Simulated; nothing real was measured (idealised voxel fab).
Presented below is a process module, voxel wiring stack.
Cross-sectional view cut (width: 245 nm; square cell size: 5 nm).
Cross-section format: a grid of square cells, given as bands from top to bottom; each band is one or more rows of cells. In this notation a band is specified by the heights of its top and bottom, in that order and in nm, after which its materials appear from left to right, each paired with its width in nm. The word "throughout" attached to a single material means that material fills the band from edge to edge; the word "blank" stands for empty space. Height datum 0, below which the as-received substrate wafer is one material. Lowest band open at the bottom, running downward: "top 0, no bottom". Width spec "30->40" -> top row of cells at first value, bottom row at second value, equal per-row change in between. Reading "left unchanged" for a step: not a cell of the cross-section changed in it. Closed empty spaces (no open way to the top) of 8 cells or more are what "Unvented voids" lists, each as width x height at distance from the left edge, nm for all three. Anything after a step's settings on that line? It's the simulator's own note about the step. The line of a step may include "overlay nm". On a step with a mask, this value is how far to the right of its planned place the mask lay. A negative value means the mask lay to the left.

These are the steps we planned for the process
| 1 | RECEIVE (material Si) |
| 2 | CONFORMAL_DEP (material SiO2; thk nm 10) |
| 3 | CONFORMAL_DEP (material SiCN; thk nm 5) |
| 4 | DIRECTIONAL_DEP (material lowk; thk nm 20) |
| 5 | PATTERN (tone open; mask id METAL_1; material resist; width nm 25; pitch nm 55; thk nm 20; overlay nm 0) |
| 6 | DIRECTIONAL_ETCH (etch materials lowk; depth nm 20) |
| 7 | DIRECTIONAL_ETCH (etch materials SiCN; depth nm 5) |
| 8 | STRIP (etch materials resist) |
| 9 | CONFORMAL_DEP (material TiN; thk nm 5) |
| 10 | FILL_DEP (material W; thk nm 10) |
| 11 | CMP (height nm 35) |
| 12 | CONFORMAL_DEP (material SiCN; thk nm 5) |
| 13 | DIRECTIONAL_DEP (material lowk; thk nm 35) |
| 14 | PATTERN (tone open; mask id METAL_2; material resist; width nm 25; pitch nm 55; thk nm 15; overlay nm 0) |
| 15 | DIRECTIONAL_ETCH (etch materials lowk; depth nm 20) |
| 16 | STRIP (etch materials resist) |
| 17 | PATTERN (tone open; mask id METAL_2_HOLES; material resist; width nm 15; pitch nm 110; thk nm 20; overlay nm 0) |
| 18 | DIRECTIONAL_ETCH (etch materials lowk; depth nm 15) |
| 19 | DIRECTIONAL_ETCH (etch materials SiCN; depth nm 5) |
| 20 | STRIP (etch materials resist) |
| 21 | CONFORMAL_DEP (material TiN; thk nm 5) |
| 22 | FILL_DEP (material Cu; thk nm 5) |
| 23 | CMP (height nm 75) |
| 24 | CONFORMAL_DEP (material SiN; thk nm 5) |
Quick note for whoever runs this: the wafers start identical, but the width nm at step 17 isn't the same across them. The plan just shows what the first wafer had.

Cross-section: the first of several wafers in its as-received state, i.e. following step 1
- top 0, no bottom | Si throughout
- Unvented voids: none

The cross-section of the first of several wafers is given below for the end of the module, after its final step, step 24
- top 80, bottom 75 | SiN throughout
- top 75, bottom 60 | 25 nm lowk / 5 nm TiN / 15 nm Cu / 5 nm TiN / 30 nm lowk / 5 nm TiN / 15 nm Cu / 5 nm TiN / 30 nm lowk / 5 nm TiN / 15 nm Cu / 5 nm TiN / 30 nm lowk / 5 nm TiN / 15 nm Cu / 5 nm TiN / 30 nm lowk
- top 60, bottom 55 | 25 nm lowk / 5 nm TiN / 5 nm Cu / 15 nm TiN / 30 nm lowk / 25 nm TiN / 30 nm lowk / 5 nm TiN / 5 nm Cu / 15 nm TiN / 30 nm lowk / 25 nm TiN / 30 nm lowk
- top 55, bottom 40 | 25 nm lowk / 5 nm TiN / 5 nm Cu / 5 nm TiN / 95 nm lowk / 5 nm TiN / 5 nm Cu / 5 nm TiN / 95 nm lowk
- top 40, bottom 35 | 25 nm SiCN / 15 nm TiN / 95 nm SiCN / 15 nm TiN / 95 nm SiCN
- top 35, bottom 15 | 25 nm lowk / 5 nm TiN / 15 nm W / 5 nm TiN / 30 nm lowk / 5 nm TiN / 15 nm W / 5 nm TiN / 30 nm lowk / 5 nm TiN / 15 nm W / 5 nm TiN / 30 nm lowk / 5 nm TiN / 15 nm W / 5 nm TiN / 30 nm lowk
- top 15, bottom 10 | 25 nm SiCN / 25 nm TiN / 30 nm SiCN / 25 nm TiN / 30 nm SiCN / 25 nm TiN / 30 nm SiCN / 25 nm TiN / 30 nm SiCN
- top 10, bottom 0 | SiO2 throughout
- top 0, no bottom | Si throughout
- Unvented voids: none

Final wafer of several, shown in cross-section at the end of the module
- top 80, bottom 75 | SiN throughout
- top 75, bottom 65 | 20 nm lowk / 5 nm TiN / 20 nm Cu / 5 nm TiN / 30 nm lowk / 5 nm TiN / 15 nm Cu / 5 nm TiN / 25 nm lowk / 5 nm TiN / 20 nm Cu / 5 nm TiN / 30 nm lowk / 5 nm TiN / 15 nm Cu / 5 nm TiN / 30 nm lowk
- top 65, bottom 60 | 20 nm lowk / 10 nm TiN / 15 nm Cu / 5 nm TiN / 30 nm lowk / 5 nm TiN / 15 nm Cu / 5 nm TiN / 25 nm lowk / 10 nm TiN / 15 nm Cu / 5 nm TiN / 30 nm lowk / 5 nm TiN / 15 nm Cu / 5 nm TiN / 30 nm lowk
- top 60, bottom 55 | 25 nm lowk / 5 nm TiN / 15 nm Cu / 5 nm TiN / 30 nm lowk / 25 nm TiN / 30 nm lowk / 5 nm TiN / 15 nm Cu / 5 nm TiN / 30 nm lowk / 25 nm TiN / 30 nm lowk
- top 55, bottom 40 | 25 nm lowk / 5 nm TiN / 15 nm Cu / 5 nm TiN / 85 nm lowk / 5 nm TiN / 15 nm Cu / 5 nm TiN / 85 nm lowk
- top 40, bottom 35 | 25 nm SiCN / 25 nm TiN / 85 nm SiCN / 25 nm TiN / 85 nm SiCN
- top 35, bottom 15 | 25 nm lowk / 5 nm TiN / 15 nm W / 5 nm TiN / 30 nm lowk / 5 nm TiN / 15 nm W / 5 nm TiN / 30 nm lowk / 5 nm TiN / 15 nm W / 5 nm TiN / 30 nm lowk / 5 nm TiN / 15 nm W / 5 nm TiN / 30 nm lowk
- top 15, bottom 10 | 25 nm SiCN / 25 nm TiN / 30 nm SiCN / 25 nm TiN / 30 nm SiCN / 25 nm TiN / 30 nm SiCN / 25 nm TiN / 30 nm SiCN
- top 10, bottom 0 | SiO2 throughout
- top 0, no bottom | Si throughout
- Unvented voids: none

Every row in this table is a wafer at the end of the module, and it gives, for each of the materials, the cells that wafer has gained (+) or lost (-) since it was received, then its closed voids
width nm 15 | +44 Cu | +72 SiCN | +49 SiN | +98 SiO2 | +112 TiN | +48 W | +361 lowk | Unvented voids: none
width nm 20 | +52 Cu | +70 SiCN | +49 SiN | +98 SiO2 | +112 TiN | +48 W | +355 lowk | Unvented voids: none
width nm 25 | +56 Cu | +70 SiCN | +49 SiN | +98 SiO2 | +114 TiN | +48 W | +349 lowk | Unvented voids: none
width nm 30 | +64 Cu | +68 SiCN | +49 SiN | +98 SiO2 | +114 TiN | +48 W | +343 lowk | Unvented voids: none
